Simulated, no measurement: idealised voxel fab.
The document below concerns the process module designated voxel capacitor over wiring.
Square cells of 5 nm make up the cross-section cut, whose width is 245 nm.
How to read a cross-section here: the picture is a grid of square cells, written as bands going from the top down, and any band can span one or more rows of cells. Heads up on the band format: heights come first, top then bottom, in nm. After that it's the materials left to right, each with its width in nm. A single material flagged "throughout" fills the whole band edge to edge, and "blank" means there's empty space there. It should be noted that heights are counted from 0, beneath which the wafer as supplied is of one material throughout, and that the lowest band possesses no lower boundary but continues downward, as written in "0 -> down". A width such as "30->40" changes by the same amount from each row of cells to the next, from the band's top row to its bottom row. When a step is marked "same as before", none of the cells in the cross-section changed during that step. "Closed cavity list" means: voids of 8 cells or more that are shut off from the top with no open way through. Written width x height at distance, distance from the left edge, in nm. Heads up: the bit after the settings on a step's line is the simulator's remark on that step. overlay nm: right-of-plan distance of the mask on a masked step; negative values mean left-of-plan. Read each pair as before and after one process step. The after cross-section shows only down to the lowest band that changed. The step between them and its settings are given below the pair. Pairs can come from different runs of this module on the same starting wafer. A pair continues from the pair above only where its "Pre-step view" entry says so.
Pre-step view
- 100 -> 85 = 75 nm blank, 70 nm resist, 100 nm blank
- 85 -> 80 = 75 nm blank, 70 nm TiN, 100 nm blank
- 80 -> 75 = 75 nm blank, 70 nm HfO2, 100 nm blank
- 75 -> 65 = TiN throughout
- 65 -> 50 = 75 nm SiO2, 5 nm TiN, 5 nm Cu, 5 nm TiN, 155 nm SiO2
- 50 -> 45 = 75 nm SiCN, 15 nm TiN, 155 nm SiCN
- 45 -> 30 = 60 nm SiO2, 5 nm TiN, 20 nm Cu, 5 nm TiN, 65 nm SiO2, 5 nm TiN, 20 nm Cu, 5 nm TiN, 60 nm SiO2
- 30 -> 25 = 60 nm SiN, 30 nm TiN, 65 nm SiN, 30 nm TiN, 60 nm SiN
- 25 -> 15 = SiN throughout
- 15 -> 0 = SiO2 throughout
- 0 -> down = Si throughout
- Closed cavity list: none
Structure After Step
- 85 -> 80 = 75 nm blank, 70 nm TiN, 100 nm blank
- Rest of section, below 80: as before.
- Closed cavity list: none
The cross-sections above show the structure before and after this step: STRIP,etch materials resist
Pre-step view: the after view from the pair directly above serves as the before view here.
Structure After Step
- 95 -> 85 = 75 nm blank, 70 nm aC, 100 nm blank
- 85 -> 80 = 75 nm aC, 70 nm TiN, 100 nm aC
- 80 -> 75 = 75 nm aC, 70 nm HfO2, 100 nm aC
- Rest of section, below 75: as before.
- Closed cavity list: none
The cross-sections above show the structure before and after this step: DIRECTIONAL_DEP,material aC,thk nm 10
Pre-step view: the after view from the pair directly above serves as the before view here.
Structure After Step
- 125 -> 95 = 70 nm blank, 80 nm resist, 95 nm blank
- 95 -> 85 = 70 nm blank, 5 nm resist, 70 nm aC, 5 nm resist, 95 nm blank
- Rest of section, below 85: as before.
- Closed cavity list: none
The cross-sections above show the structure before and after this step: PATTERN,tone cover,mask id LOWER_PLATE,material resist,width nm 80,thk nm 30,overlay nm 0
Pre-step view: the after view from the pair directly above serves as the before view here.
Structure After Step
- 115 -> 95 = 70 nm blank, 80 nm resist, 95 nm blank
- 95 -> 85 = 70 nm blank, 5 nm resist, 70 nm aC, 5 nm resist, 95 nm blank
- 85 -> 80 = 70 nm blank, 5 nm aC, 70 nm TiN, 5 nm aC, 95 nm blank
- 80 -> 75 = 70 nm blank, 5 nm aC, 70 nm HfO2, 5 nm aC, 95 nm blank
- Rest of section, below 75: as before.
- Closed cavity list: none
The cross-sections above show the structure before and after this step: DIRECTIONAL_ETCH,etch materials aC,depth nm 10
Pre-step view: the after view from the pair directly above serves as the before view here.
Structure After Step
- 95 -> 85 = 75 nm blank, 70 nm aC, 100 nm blank
- Rest of section, below 85: as before.
- Closed cavity list: none
The cross-sections above show the structure before and after this step: STRIP,etch materials resist
Pre-step view: the after view from the pair directly above serves as the before view here.
Structure After Step
- 95 -> 85 = 75 nm blank, 70 nm aC, 100 nm blank
- 85 -> 80 = 70 nm blank, 5 nm aC, 70 nm TiN, 5 nm aC, 95 nm blank
- 80 -> 75 = 70 nm blank, 5 nm aC, 70 nm HfO2, 5 nm aC, 95 nm blank
- 75 -> 65 = 70 nm blank, 80 nm TiN, 95 nm blank
- Rest of section, below 65: as before.
- Closed cavity list: none
The cross-sections above show the structure before and after this step: DIRECTIONAL_ETCH,etch materials TiN,depth nm 10
Pre-step view: the after view from the pair directly above serves as the before view here.
Structure After Step
- 85 -> 80 = 75 nm blank, 70 nm TiN, 100 nm blank
- 80 -> 75 = 75 nm blank, 70 nm HfO2, 100 nm blank
- Rest of section, below 75: as before.
- Closed cavity list: none
The cross-sections above show the structure before and after this step: STRIP,etch materials aC
Pre-step view: the after view from the pair directly above serves as the before view here.
Structure After Step
- 100 -> 85 = SiO2 throughout
- 85 -> 80 = 75 nm SiO2, 70 nm TiN, 100 nm SiO2
- 80 -> 75 = 75 nm SiO2, 70 nm HfO2, 100 nm SiO2
- 75 -> 65 = 70 nm SiO2, 80 nm TiN, 95 nm SiO2
- Rest of section, below 65: as before.
- Closed cavity list: none
The cross-sections above show the structure before and after this step: FILL_DEP,material SiO2,thk nm 15
Pre-step view: the after view from the pair directly above serves as the before view here.
Structure After Step
- 95 -> 85 = SiO2 throughout
- Rest of section, below 85: as before.
- Closed cavity list: none
The cross-sections above show the structure before and after this step: CMP,height nm 95
Pre-step view: the after view from the pair directly above serves as the before view here.
Structure After Step
- 110 -> 95 = aC throughout
- Rest of section, below 95: as before.
- Closed cavity list: none
The cross-sections above show the structure before and after this step: DIRECTIONAL_DEP,material aC,thk nm 15
Pre-step view: the after view from the pair directly above serves as the before view here.
Structure After Step
- 145 -> 110 = 85 nm resist, 15 nm blank, 145 nm resist
- Rest of section, below 110: as before.
- Closed cavity list: none
The cross-sections above show the structure before and after this step: PATTERN,tone open,mask id PLUG_2,material resist,width nm 15,thk nm 35,overlay nm 0
Pre-step view: the after view from the pair directly above serves as the before view here.
Structure After Step
- 130 -> 110 = 85 nm resist, 15 nm blank, 145 nm resist
- 110 -> 95 = 85 nm aC, 15 nm blank, 145 nm aC
- Rest of section, below 95: as before.
- Closed cavity list: none
The cross-sections above show the structure before and after this step: DIRECTIONAL_ETCH,etch materials aC,depth nm 15
Pre-step view: the after view from the pair directly above serves as the before view here.
Structure After Step
- 110 -> 95 = 85 nm aC, 15 nm blank, 145 nm aC
- Rest of section, below 95: as before.
- Closed cavity list: none
The cross-sections above show the structure before and after this step: STRIP,etch materials resist
Pre-step view: the after view from the pair directly above serves as the before view here.
Structure After Step
- 110 -> 95 = 85 nm aC, 15 nm blank, 145 nm aC
- 95 -> 85 = 85 nm SiO2, 15 nm blank, 145 nm SiO2
- Rest of section, below 85: as before.
- Closed cavity list: none
The cross-sections above show the structure before and after this step: DIRECTIONAL_ETCH,etch materials SiO2,depth nm 10
Pre-step view: the after view from the pair directly above serves as the before view here.
Structure After Step
- 95 -> 85 = 85 nm SiO2, 15 nm blank, 145 nm SiO2
- Rest of section, below 85: as before.
- Closed cavity list: none
The cross-sections above show the structure before and after this step: STRIP,etch materials aC
Pre-step view: the after view from the pair directly above serves as the before view here.
Structure After Step
- 100 -> 95 = 90 nm TiN, 5 nm blank, 150 nm TiN
- 95 -> 90 = 85 nm SiO2, 5 nm TiN, 5 nm blank, 5 nm TiN, 145 nm SiO2
- 90 -> 80 = 85->75 nm SiO2, 15->70 nm TiN, 145->100 nm SiO2
- Rest of section, below 80: as before.
- Closed cavity list: none
The cross-sections above show the structure before and after this step: CONFORMAL_DEP,material TiN,thk nm 5
Pre-step view: the after view from the pair directly above serves as the before view here.
Structure After Step
- 110 -> 100 = W throughout
- 100 -> 95 = 90 nm TiN, 5 nm W, 150 nm TiN
- 95 -> 90 = 85 nm SiO2, 5 nm TiN, 5 nm W, 5 nm TiN, 145 nm SiO2
- Rest of section, below 90: as before.
- Closed cavity list: none
The cross-sections above show the structure before and after this step: FILL_DEP,material W,thk nm 10
Pre-step view: the after view from the pair directly above serves as the before view here.
Structure After Step
- 95 -> 90 = 85 nm SiO2, 5 nm TiN, 5 nm W, 5 nm TiN, 145 nm SiO2
- Rest of section, below 90: as before.
- Closed cavity list: none
The cross-sections above show the structure before and after this step: CMP,height nm 95
Pre-step view: the after view from the pair directly above serves as the before view here.
Structure After Step
- 100 -> 95 = SiN throughout
- Rest of section, below 95: as before.
- Closed cavity list: none
The cross-sections above show the structure before and after this step: CONFORMAL_DEP,material SiN,thk nm 5
Pre-step view
- 110 -> 95 = aC throughout
- 95 -> 85 = SiO2 throughout
- 85 -> 80 = 75 nm SiO2, 70 nm TiN, 100 nm SiO2
- 80 -> 75 = 75 nm SiO2, 70 nm HfO2, 100 nm SiO2
- 75 -> 65 = 70 nm SiO2, 80 nm TiN, 95 nm SiO2
- 65 -> 50 = 75 nm SiO2, 5 nm TiN, 5 nm Cu, 5 nm TiN, 155 nm SiO2
- 50 -> 45 = 75 nm SiCN, 15 nm TiN, 155 nm SiCN
- 45 -> 20 = 60 nm SiO2, 5 nm TiN, 20 nm Cu, 5 nm TiN, 65 nm SiO2, 5 nm TiN, 20 nm Cu, 5 nm TiN, 60 nm SiO2
- 20 -> 15 = 60 nm SiN, 30 nm TiN, 65 nm SiN, 30 nm TiN, 60 nm SiN
- 15 -> 0 = SiO2 throughout
- 0 -> down = Si throughout
- Closed cavity list: none
Structure After Step
- 145 -> 110 = 85 nm resist, 20 nm blank, 140 nm resist
- Rest of section, below 110: as before.
- Closed cavity list: none
The cross-sections above show the structure before and after this step: PATTERN,tone open,mask id PLUG_2,material resist,width nm 20,thk nm 35,overlay nm 0
Pre-step view: the after view from the pair directly above serves as the before view here.
Structure After Step
- 130 -> 110 = 85 nm resist, 20 nm blank, 140 nm resist
- 110 -> 95 = 85 nm aC, 20 nm blank, 140 nm aC
- Rest of section, below 95: as before.
- Closed cavity list: none
The cross-sections above show the structure before and after this step: DIRECTIONAL_ETCH,etch materials aC,depth nm 15
Pre-step view: the after view from the pair directly above serves as the before view here.
Structure After Step
- 110 -> 95 = 85 nm aC, 20 nm blank, 140 nm aC
- Rest of section, below 95: as before.
- Closed cavity list: none
The cross-sections above show the structure before and after this step: STRIP,etch materials resist
Pre-step view: the after view from the pair directly above serves as the before view here.
Structure After Step
- 110 -> 95 = 85 nm aC, 20 nm blank, 140 nm aC
- 95 -> 85 = 85 nm SiO2, 20 nm blank, 140 nm SiO2
- Rest of section, below 85: as before.
- Closed cavity list: none
The cross-sections above show the structure before and after this step: DIRECTIONAL_ETCH,etch materials SiO2,depth nm 10
Pre-step view: the after view from the pair directly above serves as the before view here.
Structure After Step
- 95 -> 85 = 85 nm SiO2, 20 nm blank, 140 nm SiO2
- Rest of section, below 85: as before.
- Closed cavity list: none
The cross-sections above show the structure before and after this step: STRIP,etch materials aC
Pre-step view: the after view from the pair directly above serves as the before view here.
Structure After Step
- 100 -> 95 = 90 nm TiN, 10 nm blank, 145 nm TiN
- 95 -> 90 = 85 nm SiO2, 5 nm TiN, 10 nm blank, 5 nm TiN, 140 nm SiO2
- 90 -> 80 = 85->75 nm SiO2, 20->70 nm TiN, 140->100 nm SiO2
- Rest of section, below 80: as before.
- Closed cavity list: none
The cross-sections above show the structure before and after this step: CONFORMAL_DEP,material TiN,thk nm 5
Pre-step view: the after view from the pair directly above serves as the before view here.
Structure After Step
- 110 -> 100 = W throughout
- 100 -> 95 = 90 nm TiN, 10 nm W, 145 nm TiN
- 95 -> 90 = 85 nm SiO2, 5 nm TiN, 10 nm W, 5 nm TiN, 140 nm SiO2
- Rest of section, below 90: as before.
- Closed cavity list: none
The cross-sections above show the structure before and after this step: FILL_DEP,material W,thk nm 10
Pre-step view: the after view from the pair directly above serves as the before view here.
Structure After Step
- 95 -> 90 = 85 nm SiO2, 5 nm TiN, 10 nm W, 5 nm TiN, 140 nm SiO2
- Rest of section, below 90: as before.
- Closed cavity list: none
The cross-sections above show the structure before and after this step: CMP,height nm 95
Pre-step view: the after view from the pair directly above serves as the before view here.
Structure After Step
- 100 -> 95 = SiN throughout
- Rest of section, below 95: as before.
- Closed cavity list: none
The cross-sections above show the structure before and after this step: CONFORMAL_DEP,material SiN,thk nm 5
Pre-step view
- 95 -> 85 = 75 nm blank, 70 nm aC, 100 nm blank
- 85 -> 80 = 75 nm aC, 70 nm TiN, 100 nm aC
- 80 -> 75 = 75 nm aC, 70 nm HfO2, 100 nm aC
- 75 -> 65 = TiN throughout
- 65 -> 50 = 75 nm SiO2, 5 nm TiN, 5 nm Cu, 5 nm TiN, 155 nm SiO2
- 50 -> 45 = 75 nm SiCN, 15 nm TiN, 155 nm SiCN
- 45 -> 20 = 60 nm SiO2, 5 nm TiN, 20 nm Cu, 5 nm TiN, 65 nm SiO2, 5 nm TiN, 20 nm Cu, 5 nm TiN, 60 nm SiO2
- 20 -> 15 = 60 nm SiN, 30 nm TiN, 65 nm SiN, 30 nm TiN, 60 nm SiN
- 15 -> 0 = SiO2 throughout
- 0 -> down = Si throughout
- Closed cavity list: none
Structure After Step
- 125 -> 95 = 60 nm blank, 80 nm resist, 105 nm blank
- 95 -> 85 = 60 nm blank, 15 nm resist, 70 nm aC, 100 nm blank
- Rest of section, below 85: as before.
- Closed cavity list: none
The cross-sections above show the structure before and after this step: PATTERN,tone cover,mask id LOWER_PLATE,material resist,width nm 80,thk nm 30,overlay nm -10
Pre-step view: the after view from the pair directly above serves as the before view here.
Structure After Step
- 115 -> 95 = 60 nm blank, 80 nm resist, 105 nm blank
- 95 -> 85 = 60 nm blank, 15 nm resist, 65 nm aC, 105 nm blank
- 85 -> 80 = 60 nm blank, 15 nm aC, 70 nm TiN, 100 nm blank
- 80 -> 75 = 60 nm blank, 15 nm aC, 70 nm HfO2, 100 nm blank
- Rest of section, below 75: as before.
- Closed cavity list: none
The cross-sections above show the structure before and after this step: DIRECTIONAL_ETCH,etch materials aC,depth nm 10
Pre-step view: the after view from the pair directly above serves as the before view here.
Structure After Step
- 95 -> 85 = 75 nm blank, 65 nm aC, 105 nm blank
- Rest of section, below 85: as before.
- Closed cavity list: none
The cross-sections above show the structure before and after this step: STRIP,etch materials resist
Pre-step view: the after view from the pair directly above serves as the before view here.
Structure After Step
- 95 -> 85 = 75 nm blank, 65 nm aC, 105 nm blank
- 85 -> 80 = 60 nm blank, 15 nm aC, 65 nm TiN, 105 nm blank
- 80 -> 75 = 60 nm blank, 15 nm aC, 70 nm HfO2, 100 nm blank
- 75 -> 65 = 60 nm blank, 85 nm TiN, 100 nm blank
- Rest of section, below 65: as before.
- Closed cavity list: none
The cross-sections above show the structure before and after this step: DIRECTIONAL_ETCH,etch materials TiN,depth nm 10
Pre-step view: the after view from the pair directly above serves as the before view here.
Structure After Step
- 85 -> 80 = 75 nm blank, 65 nm TiN, 105 nm blank
- 80 -> 75 = 75 nm blank, 70 nm HfO2, 100 nm blank
- Rest of section, below 75: as before.
- Closed cavity list: none
The cross-sections above show the structure before and after this step: STRIP,etch materials aC
Pre-step view: the after view from the pair directly above serves as the before view here.
Structure After Step
- 100 -> 85 = SiO2 throughout
- 85 -> 80 = 75 nm SiO2, 65 nm TiN, 105 nm SiO2
- 80 -> 75 = 75 nm SiO2, 70 nm HfO2, 100 nm SiO2
- 75 -> 65 = 60 nm SiO2, 85 nm TiN, 100 nm SiO2
- Rest of section, below 65: as before.
- Closed cavity list: none
The cross-sections above show the structure before and after this step: FILL_DEP,material SiO2,thk nm 15
Pre-step view: the after view from the pair directly above serves as the before view here.
Structure After Step
- 95 -> 85 = SiO2 throughout
- Rest of section, below 85: as before.
- Closed cavity list: none
The cross-sections above show the structure before and after this step: CMP,height nm 95
Pre-step view: the after view from the pair directly above serves as the before view here.
Structure After Step
- 110 -> 95 = aC throughout
- Rest of section, below 95: as before.
- Closed cavity list: none
The cross-sections above show the structure before and after this step: DIRECTIONAL_DEP,material aC,thk nm 15
Pre-step view: the after view from the pair directly above serves as the before view here.
Structure After Step
- 145 -> 110 = 85 nm resist, 15 nm blank, 145 nm resist
- Rest of section, below 110: as before.
- Closed cavity list: none
The cross-sections above show the structure before and after this step: PATTERN,tone open,mask id PLUG_2,material resist,width nm 15,thk nm 35,overlay nm 0
Pre-step view: the after view from the pair directly above serves as the before view here.
Structure After Step
- 130 -> 110 = 85 nm resist, 15 nm blank, 145 nm resist
- 110 -> 95 = 85 nm aC, 15 nm blank, 145 nm aC
- Rest of section, below 95: as before.
- Closed cavity list: none
The cross-sections above show the structure before and after this step: DIRECTIONAL_ETCH,etch materials aC,depth nm 15
Pre-step view: the after view from the pair directly above serves as the before view here.
Structure After Step
- 110 -> 95 = 85 nm aC, 15 nm blank, 145 nm aC
- Rest of section, below 95: as before.
- Closed cavity list: none
The cross-sections above show the structure before and after this step: STRIP,etch materials resist
Pre-step view: the after view from the pair directly above serves as the before view here.
Structure After Step
- 110 -> 95 = 85 nm aC, 15 nm blank, 145 nm aC
- 95 -> 85 = 85 nm SiO2, 15 nm blank, 145 nm SiO2
- Rest of section, below 85: as before.
- Closed cavity list: none
The cross-sections above show the structure before and after this step: DIRECTIONAL_ETCH,etch materials SiO2,depth nm 10
Pre-step view: the after view from the pair directly above serves as the before view here.
Structure After Step
- 95 -> 85 = 85 nm SiO2, 15 nm blank, 145 nm SiO2
- Rest of section, below 85: as before.
- Closed cavity list: none
The cross-sections above show the structure before and after this step: STRIP,etch materials aC
Pre-step view: the after view from the pair directly above serves as the before view here.
Structure After Step
- 100 -> 95 = 90 nm TiN, 5 nm blank, 150 nm TiN
- 95 -> 90 = 85 nm SiO2, 5 nm TiN, 5 nm blank, 5 nm TiN, 145 nm SiO2
- 90 -> 80 = 85->75 nm SiO2, 15->65 nm TiN, 145->105 nm SiO2
- Rest of section, below 80: as before.
- Closed cavity list: none
The cross-sections above show the structure before and after this step: CONFORMAL_DEP,material TiN,thk nm 5
Pre-step view: the after view from the pair directly above serves as the before view here.
Structure After Step
- 110 -> 100 = W throughout
- 100 -> 95 = 90 nm TiN, 5 nm W, 150 nm TiN
- 95 -> 90 = 85 nm SiO2, 5 nm TiN, 5 nm W, 5 nm TiN, 145 nm SiO2
- Rest of section, below 90: as before.
- Closed cavity list: none
The cross-sections above show the structure before and after this step: FILL_DEP,material W,thk nm 10
Pre-step view: the after view from the pair directly above serves as the before view here.
Structure After Step
- 95 -> 90 = 85 nm SiO2, 5 nm TiN, 5 nm W, 5 nm TiN, 145 nm SiO2
- Rest of section, below 90: as before.
- Closed cavity list: none
The cross-sections above show the structure before and after this step: CMP,height nm 95
Pre-step view: the after view from the pair directly above serves as the before view here.
Structure After Step
- 100 -> 95 = SiN throughout
- Rest of section, below 95: as before.
- Closed cavity list: none
The cross-sections above show the structure before and after this step: CONFORMAL_DEP,material SiN,thk nm 5
Pre-step view
- 75 -> 65 = TiN throughout
- 65 -> 50 = 75 nm SiO2, 5 nm TiN, 5 nm Cu, 5 nm TiN, 155 nm SiO2
- 50 -> 45 = 75 nm SiCN, 15 nm TiN, 155 nm SiCN
- 45 -> 20 = 60 nm SiO2, 5 nm TiN, 20 nm Cu, 5 nm TiN, 65 nm SiO2, 5 nm TiN, 20 nm Cu, 5 nm TiN, 60 nm SiO2
- 20 -> 15 = 60 nm SiN, 30 nm TiN, 65 nm SiN, 30 nm TiN, 60 nm SiN
- 15 -> 0 = SiO2 throughout
- 0 -> down = Si throughout
- Closed cavity list: none
Structure After Step
- 80 -> 75 = SiO2 throughout
- Rest of section, below 75: as before.
- Closed cavity list: none
The cross-sections above show the structure before and after this step: DIRECTIONAL_DEP,material SiO2,thk nm 5
Pre-step view: the after view from the pair directly above serves as the before view here.
Structure After Step
- 85 -> 80 = TiN throughout
- Rest of section, below 80: as before.
- Closed cavity list: none
The cross-sections above show the structure before and after this step: DIRECTIONAL_DEP,material TiN,thk nm 5
Pre-step view: the after view from the pair directly above serves as the before view here.
Structure After Step
- 100 -> 85 = 75 nm blank, 70 nm resist, 100 nm blank
- Rest of section, below 85: as before.
- Closed cavity list: none
The cross-sections above show the structure before and after this step: PATTERN,tone cover,mask id UPPER_PLATE,material resist,width nm 70,thk nm 15,overlay nm 0
Pre-step view: the after view from the pair directly above serves as the before view here.
Structure After Step
- 100 -> 85 = 75 nm blank, 70 nm resist, 100 nm blank
- 85 -> 80 = 75 nm blank, 70 nm TiN, 100 nm blank
- Rest of section, below 80: as before.
- Closed cavity list: none
The cross-sections above show the structure before and after this step: DIRECTIONAL_ETCH,etch materials TiN,depth nm 5
Pre-step view: the after view from the pair directly above serves as the before view here.
Structure After Step
- 85 -> 80 = 75 nm blank, 70 nm TiN, 100 nm blank
- Rest of section, below 80: as before.
- Closed cavity list: none
The cross-sections above show the structure before and after this step: STRIP,etch materials resist
Pre-step view: the after view from the pair directly above serves as the before view here.
Structure After Step
- 95 -> 90 = 75 nm blank, 70 nm aC, 100 nm blank
- 90 -> 85 = aC throughout
- 85 -> 80 = 75 nm aC, 70 nm TiN, 100 nm aC
- Rest of section, below 80: as before.
- Closed cavity list: none
The cross-sections above show the structure before and after this step: DIRECTIONAL_DEP,material aC,thk nm 10
Pre-step view: the after view from the pair directly above serves as the before view here.
Structure After Step
- 125 -> 95 = 70 nm blank, 80 nm resist, 95 nm blank
- 95 -> 90 = 70 nm blank, 5 nm resist, 70 nm aC, 5 nm resist, 95 nm blank
- Rest of section, below 90: as before.
- Closed cavity list: none
The cross-sections above show the structure before and after this step: PATTERN,tone cover,mask id LOWER_PLATE,material resist,width nm 80,thk nm 30,overlay nm 0
Pre-step view: the after view from the pair directly above serves as the before view here.
Structure After Step
- 115 -> 95 = 70 nm blank, 80 nm resist, 95 nm blank
- 95 -> 90 = 70 nm blank, 5 nm resist, 70 nm aC, 5 nm resist, 95 nm blank
- 90 -> 85 = 70 nm blank, 80 nm aC, 95 nm blank
- 85 -> 80 = 70 nm blank, 5 nm aC, 70 nm TiN, 5 nm aC, 95 nm blank
- Rest of section, below 80: as before.
- Closed cavity list: none
The cross-sections above show the structure before and after this step: DIRECTIONAL_ETCH,etch materials aC,depth nm 10
Pre-step view: the after view from the pair directly above serves as the before view here.
Structure After Step
- 95 -> 85 = 75->70 nm blank, 70->80 nm aC, 100->95 nm blank
- Rest of section, below 85: as before.
- Closed cavity list: none
The cross-sections above show the structure before and after this step: STRIP,etch materials resist
Pre-step view: the after view from the pair directly above serves as the before view here.
Structure After Step
- 85 -> 80 = 75 nm blank, 70 nm TiN, 100 nm blank
- Rest of section, below 80: as before.
- Closed cavity list: none
The cross-sections above show the structure before and after this step: STRIP,etch materials aC
Pre-step view: the after view from the pair directly above serves as the before view here.
Structure After Step
- 100 -> 85 = SiO2 throughout
- 85 -> 80 = 75 nm SiO2, 70 nm TiN, 100 nm SiO2
- Rest of section, below 80: as before.
- Closed cavity list: none
The cross-sections above show the structure before and after this step: FILL_DEP,material SiO2,thk nm 15
Pre-step view: the after view from the pair directly above serves as the before view here.
Structure After Step
- 95 -> 85 = SiO2 throughout
- Rest of section, below 85: as before.
- Closed cavity list: none
The cross-sections above show the structure before and after this step: CMP,height nm 95
Pre-step view: the after view from the pair directly above serves as the before view here.
Structure After Step
- 110 -> 95 = aC throughout
- Rest of section, below 95: as before.
- Closed cavity list: none
The cross-sections above show the structure before and after this step: DIRECTIONAL_DEP,material aC,thk nm 15
Pre-step view: the after view from the pair directly above serves as the before view here.
Structure After Step
- 145 -> 110 = 85 nm resist, 15 nm blank, 145 nm resist
- Rest of section, below 110: as before.
- Closed cavity list: none
The cross-sections above show the structure before and after this step: PATTERN,tone open,mask id PLUG_2,material resist,width nm 15,thk nm 35,overlay nm 0
Pre-step view: the after view from the pair directly above serves as the before view here.
Structure After Step
- 130 -> 110 = 85 nm resist, 15 nm blank, 145 nm resist
- 110 -> 95 = 85 nm aC, 15 nm blank, 145 nm aC
- Rest of section, below 95: as before.
- Closed cavity list: none
The cross-sections above show the structure before and after this step: DIRECTIONAL_ETCH,etch materials aC,depth nm 15
Pre-step view: the after view from the pair directly above serves as the before view here.
Structure After Step
- 110 -> 95 = 85 nm aC, 15 nm blank, 145 nm aC
- Rest of section, below 95: as before.
- Closed cavity list: none
The cross-sections above show the structure before and after this step: STRIP,etch materials resist
Pre-step view: the after view from the pair directly above serves as the before view here.
Structure After Step
- 110 -> 95 = 85 nm aC, 15 nm blank, 145 nm aC
- 95 -> 85 = 85 nm SiO2, 15 nm blank, 145 nm SiO2
- Rest of section, below 85: as before.
- Closed cavity list: none
The cross-sections above show the structure before and after this step: DIRECTIONAL_ETCH,etch materials SiO2,depth nm 10
Pre-step view: the after view from the pair directly above serves as the before view here.
Structure After Step
- 95 -> 85 = 85 nm SiO2, 15 nm blank, 145 nm SiO2
- Rest of section, below 85: as before.
- Closed cavity list: none
The cross-sections above show the structure before and after this step: STRIP,etch materials aC
Pre-step view: the after view from the pair directly above serves as the before view here.
Structure After Step
- 100 -> 95 = 90 nm TiN, 5 nm blank, 150 nm TiN
- 95 -> 90 = 85 nm SiO2, 5 nm TiN, 5 nm blank, 5 nm TiN, 145 nm SiO2
- 90 -> 80 = 85->75 nm SiO2, 15->70 nm TiN, 145->100 nm SiO2
- Rest of section, below 80: as before.
- Closed cavity list: none
The cross-sections above show the structure before and after this step: CONFORMAL_DEP,material TiN,thk nm 5
Pre-step view: the after view from the pair directly above serves as the before view here.
Structure After Step
- 110 -> 100 = W throughout
- 100 -> 95 = 90 nm TiN, 5 nm W, 150 nm TiN
- 95 -> 90 = 85 nm SiO2, 5 nm TiN, 5 nm W, 5 nm TiN, 145 nm SiO2
- Rest of section, below 90: as before.
- Closed cavity list: none
The cross-sections above show the structure before and after this step: FILL_DEP,material W,thk nm 10
Pre-step view: the after view from the pair directly above serves as the before view here.
Structure After Step
- 95 -> 90 = 85 nm SiO2, 5 nm TiN, 5 nm W, 5 nm TiN, 145 nm SiO2
- Rest of section, below 90: as before.
- Closed cavity list: none
The cross-sections above show the structure before and after this step: CMP,height nm 95
Pre-step view: the after view from the pair directly above serves as the before view here.
Structure After Step
- 100 -> 95 = SiN throughout
- Rest of section, below 95: as before.
- Closed cavity list: none
The cross-sections above show the structure before and after this step: CONFORMAL_DEP,material SiN,thk nm 5
Pre-step view
- 85 -> 80 = TiN throughout
- 80 -> 75 = HfO2 throughout
- 75 -> 65 = TiN throughout
- 65 -> 50 = 75 nm SiO2, 5 nm TiN, 5 nm Cu, 5 nm TiN, 155 nm SiO2
- 50 -> 45 = 75 nm SiCN, 15 nm TiN, 155 nm SiCN
- 45 -> 20 = 60 nm SiO2, 5 nm TiN, 20 nm Cu, 5 nm TiN, 65 nm SiO2, 5 nm TiN, 20 nm Cu, 5 nm TiN, 60 nm SiO2
- 20 -> 15 = 60 nm SiN, 30 nm TiN, 65 nm SiN, 30 nm TiN, 60 nm SiN
- 15 -> 0 = SiO2 throughout
- 0 -> down = Si throughout
- Closed cavity list: none
Structure After Step
- 100 -> 85 = 75 nm resist, 70 nm blank, 100 nm resist
- Rest of section, below 85: as before.
- Closed cavity list: none
The cross-sections above show the structure before and after this step: PATTERN,tone open,mask id UPPER_PLATE,material resist,width nm 70,thk nm 15,overlay nm 0
Pre-step view: the after view from the pair directly above serves as the before view here.
Structure After Step
- 100 -> 85 = 75 nm resist, 70 nm blank, 100 nm resist
- 85 -> 80 = 75 nm TiN, 70 nm blank, 100 nm TiN
- Rest of section, below 80: as before.
- Closed cavity list: none
The cross-sections above show the structure before and after this step: DIRECTIONAL_ETCH,etch materials TiN,depth nm 5
Pre-step view: the after view from the pair directly above serves as the before view here.
Structure After Step
- 100 -> 85 = 75 nm resist, 70 nm blank, 100 nm resist
- 85 -> 80 = 75 nm TiN, 70 nm blank, 100 nm TiN
- 80 -> 75 = 75 nm HfO2, 70 nm blank, 100 nm HfO2
- Rest of section, below 75: as before.
- Closed cavity list: none
The cross-sections above show the structure before and after this step: DIRECTIONAL_ETCH,etch materials HfO2,depth nm 5
Pre-step view: the after view from the pair directly above serves as the before view here.
Structure After Step
- 85 -> 80 = 75 nm TiN, 70 nm blank, 100 nm TiN
- Rest of section, below 80: as before.
- Closed cavity list: none
The cross-sections above show the structure before and after this step: STRIP,etch materials resist
Pre-step view: the after view from the pair directly above serves as the before view here.
Structure After Step
- 95 -> 85 = 75 nm aC, 70 nm blank, 100 nm aC
- 85 -> 80 = 75 nm TiN, 70 nm aC, 100 nm TiN
- 80 -> 75 = 75 nm HfO2, 70 nm aC, 100 nm HfO2
- Rest of section, below 75: as before.
- Closed cavity list: none
The cross-sections above show the structure before and after this step: DIRECTIONAL_DEP,material aC,thk nm 10
Pre-step view: the after view from the pair directly above serves as the before view here.
Structure After Step
- 125 -> 95 = 70 nm blank, 80 nm resist, 95 nm blank
- 95 -> 85 = 75 nm aC, 70 nm resist, 100 nm aC
- Rest of section, below 85: as before.
- Closed cavity list: none
The cross-sections above show the structure before and after this step: PATTERN,tone cover,mask id LOWER_PLATE,material resist,width nm 80,thk nm 30,overlay nm 0
Pre-step view: the after view from the pair directly above serves as the before view here.
Structure After Step
- 115 -> 95 = 70 nm blank, 80 nm resist, 95 nm blank
- 95 -> 85 = 70 nm blank, 5 nm aC, 70 nm resist, 5 nm aC, 95 nm blank
- Rest of section, below 85: as before.
- Closed cavity list: none
The cross-sections above show the structure before and after this step: DIRECTIONAL_ETCH,etch materials aC,depth nm 10
Pre-step view: the after view from the pair directly above serves as the before view here.
Structure After Step
- 95 -> 85 = 70 nm blank, 5 nm aC, 70 nm blank, 5 nm aC, 95 nm blank
- Rest of section, below 85: as before.
- Closed cavity list: none
The cross-sections above show the structure before and after this step: STRIP,etch materials resist
Pre-step view: the after view from the pair directly above serves as the before view here.
Structure After Step
- 95 -> 85 = 70 nm blank, 5 nm aC, 70 nm blank, 5 nm aC, 95 nm blank
- 85 -> 80 = 70 nm blank, 5 nm TiN, 70 nm aC, 5 nm TiN, 95 nm blank
- Rest of section, below 80: as before.
- Closed cavity list: none
The cross-sections above show the structure before and after this step: DIRECTIONAL_ETCH,etch materials TiN,depth nm 10
Pre-step view: the after view from the pair directly above serves as the before view here.
Structure After Step
- 85 -> 80 = 70 nm blank, 5 nm TiN, 70 nm blank, 5 nm TiN, 95 nm blank
- 80 -> 75 = 75 nm HfO2, 70 nm blank, 100 nm HfO2
- Rest of section, below 75: as before.
- Closed cavity list: none
The cross-sections above show the structure before and after this step: STRIP,etch materials aC
